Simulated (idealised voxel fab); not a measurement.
voxel self aligned contacts: a process module
FYI the section here is cut, 240 nm wide, cells are 5 nm squares.
A cross-section is a grid of square cells, given in bands from the top down. A band is one or more rows of cells.
Top, bottom (nm), then materials left to right with widths (nm); lone material tagged "edge to edge" fills the whole band edge to edge; "air" = empty space.
For the purposes of this specification, 0 denotes the height below which the wafer in its as-received condition is composed wholly of one material, and the lowermost band, lacking a lower limit, extends downward without end, as expressed in "0 -> down".
It should be noted that a width expressed as "30 to 40" varies in equal increments from row to row of cells within the band, taking the value of the first number at the top row and that of the second number at the bottom row.
You'll sometimes find "everything unchanged" written for a step, and that's the way of saying that nowhere in the cross-section did a cell change during that step.
Listed in "Encapsulated voids": every empty space of 8 or more cells without an open way to the top. Form: width x height at distance, the distance being from the left edge, all in nm.
On a step's line, text after the settings is the simulator commenting on that step.
"overlay nm" denotes, for a step that has a mask, the displacement of the mask to the right of its planned place, with negative values corresponding to the left.

Planned process steps
1) RECEIVE (material Si)
2) OXIDIZE (depth nm 5)
3) DIRECTIONAL_DEP (material polySi; thk nm 20)
4) DIRECTIONAL_DEP (material SiN; thk nm 20)
5) PATTERN (tone cover; mask id GATE; material resist; width nm 35; pitch nm 75; thk nm 20; overlay nm 0)
6) DIRECTIONAL_ETCH (etch materials SiN; depth nm 20)
7) DIRECTIONAL_ETCH (etch materials polySi; depth nm 20)
8) STRIP (etch materials resist)
9) CONFORMAL_DEP (material SiN; thk nm 10)
10) DIRECTIONAL_ETCH (etch materials SiN; depth nm 10)
11) FILL_DEP (material SiO2; thk nm 15)
12) CMP (height nm 45)
13) MASKED_ETCH (tone open; mask id CONTACT; width nm 50; pitch nm 75; etch materials SiO2; depth nm 50; overlay nm 0)
14) CONFORMAL_DEP (material TiN; thk nm 5)
15) FILL_DEP (material W; thk nm 5)
16) CMP (height nm 45)
17) CONFORMAL_DEP (material SiN; thk nm 5)

Wafer at receipt (post step 1), cross-section
- 0 -> down  Si edge to edge
- Encapsulated voids: none

Run as planned - first of the two wafers cross-sectioned at the end of the module
- 50 -> 45  SiN edge to edge
- 45 -> 40  SiO2=55, TiN=20, W=10, TiN=20, SiO2=25, TiN=20, W=10, TiN=20, SiO2=60
- 40 -> 20  SiO2=15, SiN=55, TiN=5, W=10, TiN=5, SiN=55, TiN=5, W=10, TiN=5, SiN=55, SiO2=20
- 20 -> 0  SiO2=15, SiN=10, polySi=35, SiN=10, TiN=5, W=10, TiN=5, SiN=10, polySi=35, SiN=10, TiN=5, W=10, TiN=5, SiN=10, polySi=35, SiN=10, SiO2=20
- 0 -> -5  SiO2=70, TiN=20, SiO2=55, TiN=20, SiO2=75
- -5 -> down  Si edge to edge
- Encapsulated voids: none

Second wafer through the module, sectioned at the end: same beginning and same plan as the first wafer, with one mistake in carrying it out
- 50 -> 45  SiN edge to edge
- 45 -> 40  SiO2=60, TiN=15, W=10, TiN=25, SiO2=25, TiN=15, W=10, TiN=25, SiO2=55
- 40 -> 20  SiO2=15, SiN=55, TiN=5, W=10, TiN=5, SiN=55, TiN=5, W=10, TiN=5, SiN=55, SiO2=20
- 20 -> 0  SiO2=15, SiN=10, polySi=35, SiN=10, TiN=5, W=10, TiN=5, SiN=10, polySi=35, SiN=10, TiN=5, W=10, TiN=5, SiN=10, polySi=35, SiN=10, SiO2=20
- 0 -> -5  SiO2=70, TiN=20, SiO2=55, TiN=20, SiO2=75
- -5 -> down  Si edge to edge
- Encapsulated voids: none
Where did the run depart from the plan? the process deviated at step 13: the operation and settings actually run there were MASKED_ETCH (tone open; mask id CONTACT; width nm 50; pitch nm 75; etch materials SiO2; depth nm 50; overlay nm 5)
Cell counts per material: same on both final wafers. Positions: different.
